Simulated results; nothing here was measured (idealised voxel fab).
Process module, titled voxel capacitor over wiring
The figure presents cross-section cut, which has a width of 265 nm and is divided into square cells with an edge length of 5 nm.
If you're reading a cross-section in this doc, picture square cells in a grid; it comes to you as bands, top ones listed first down to the bottom, and a band can be one or more rows of cells.
Band: top height; bottom height; in nm. Then, left to right: material with width in nm, for each material. "all across": a single material spanning edge to edge. "blank": empty space.
The reference from which all heights are counted is 0, the level beneath which the as-received wafer is entirely one material; the lowest band, having no lower bound, proceeds downward and is written after the example "top 0, no bottom".
Width: "30..40" (first number = top row, second number = bottom row, same change from row to row of cells).
When a step is marked "nothing got changed", none of the cells in the cross-section changed during that step.
Enclosed voids: empty space of 8 cells or more with no open way to the top, each as width x height at its distance from the left edge, in nm
Read whatever lies past the settings on a step's line as the simulator's own remark about the step.
overlay nm, on a step with a mask: how far to the right of its planned place the mask lay; to the left if negative
The planned process steps are enumerated hereunder:
| 1 | RECEIVE | material Si |
| 2 | CONFORMAL_DEP | material SiO2 | thk nm 15 |
| 3 | CONFORMAL_DEP | material SiN | thk nm 5 |
| 4 | DIRECTIONAL_DEP | material SiO2 | thk nm 20 |
| 5 | PATTERN | tone open | mask id METAL_1 | material resist | width nm 30 | pitch nm 80 | thk nm 15 | overlay nm 0 |
| 6 | DIRECTIONAL_ETCH | etch materials SiO2 | depth nm 20 |
| 7 | DIRECTIONAL_ETCH | etch materials SiN | depth nm 5 |
| 8 | STRIP | etch materials resist |
| 9 | CONFORMAL_DEP | material TiN | thk nm 5 |
| 10 | FILL_DEP | material Ru | thk nm 5 |
| 11 | CMP | height nm 40 |
| 12 | EPI | material Ru | thk nm 5 |
| 13 | FILL_DEP | material SiCN | thk nm 5 |
| 14 | DIRECTIONAL_DEP | material SiO2 | thk nm 20 |
| 15 | MASKED_ETCH | tone open | mask id PLUG_1 | width nm 15 | etch materials SiO2 | depth nm 20 | overlay nm 0 |
| 16 | MASKED_ETCH | tone open | mask id PLUG_1 | width nm 15 | etch materials SiCN | depth nm 5 | overlay nm 0 |
| 17 | EPI | material Ru | thk nm 10 |
| 18 | EPI | material Ru | thk nm 10 |
| 19 | EPI | material Ru | thk nm 5 |
| 20 | DIRECTIONAL_DEP | material TiN | thk nm 10 |
| 21 | DIRECTIONAL_DEP | material Al2O3 | thk nm 5 |
| 22 | DIRECTIONAL_DEP | material TiN | thk nm 10 |
| 23 | DIRECTIONAL_DEP | material aC | thk nm 15 |
| 24 | PATTERN | tone cover | mask id UPPER_PLATE | material resist | width nm 55 | thk nm 30 | overlay nm 0 |
| 25 | DIRECTIONAL_ETCH | etch materials aC | depth nm 15 |
| 26 | STRIP | etch materials resist |
| 27 | DIRECTIONAL_ETCH | etch materials TiN | depth nm 10 |
| 28 | DIRECTIONAL_ETCH | etch materials Al2O3 | depth nm 5 |
| 29 | STRIP | etch materials aC |
| 30 | MASKED_ETCH | tone cover | mask id LOWER_PLATE | width nm 65 | etch materials TiN | depth nm 10 | overlay nm 0 |
| 31 | FILL_DEP | material SiO2 | thk nm 15 |
| 32 | CMP | height nm 105 |
| 33 | DIRECTIONAL_DEP | material aC | thk nm 10 |
| 34 | PATTERN | tone open | mask id PLUG_2 | material resist | width nm 15 | thk nm 30 | overlay nm 0 |
| 35 | DIRECTIONAL_ETCH | etch materials aC | depth nm 10 |
| 36 | STRIP | etch materials resist |
| 37 | DIRECTIONAL_ETCH | etch materials SiO2 | depth nm 10 |
| 38 | STRIP | etch materials aC |
| 39 | CONFORMAL_DEP | material TiN | thk nm 5 |
| 40 | FILL_DEP | material Cu | thk nm 5 |
| 41 | CMP | height nm 105 |
| 42 | CONFORMAL_DEP | material SiCN | thk nm 5 |
Step 1 complete: cross-section of the wafer as received:
    top 0, no bottom: Si all across
    Enclosed voids: none
End state of the module in cross-section, given the above starting point and plan and one mistake in execution:
    top 110, bottom 105: SiCN all across
    top 105, bottom 100: SiO2 100 nm | TiN 5 nm | Cu 5 nm | TiN 5 nm | SiO2 150 nm
    top 100, bottom 95: SiO2 100 nm | TiN 15 nm | SiO2 150 nm
    top 95, bottom 85: SiO2 90 nm | TiN 55 nm | SiO2 120 nm
    top 85, bottom 75: SiO2 85 nm | TiN 65 nm | SiO2 115 nm
    top 75, bottom 70: Al2O3 all across
    top 70, bottom 50: SiO2 90 nm | Ru 15 nm | SiO2 160 nm
    top 50, bottom 45: SiCN 90 nm | Ru 15 nm | SiCN 160 nm
    top 45, bottom 40: SiCN 70 nm | Ru 40 nm | SiCN 40 nm | Ru 40 nm | SiCN 75 nm
    top 40, bottom 20: SiO2 75 nm | TiN 5 nm | Ru 20 nm | TiN 5 nm | SiO2 50 nm | TiN 5 nm | Ru 20 nm | TiN 5 nm | SiO2 80 nm
    top 20, bottom 15: SiN 75 nm | TiN 30 nm | SiN 50 nm | TiN 30 nm | SiN 80 nm
    top 15, bottom 0: SiO2 all across
    top 0, no bottom: Si all across
    Enclosed voids: none
Here's what went sideways: sequence error: steps 20 and 21 interchanged
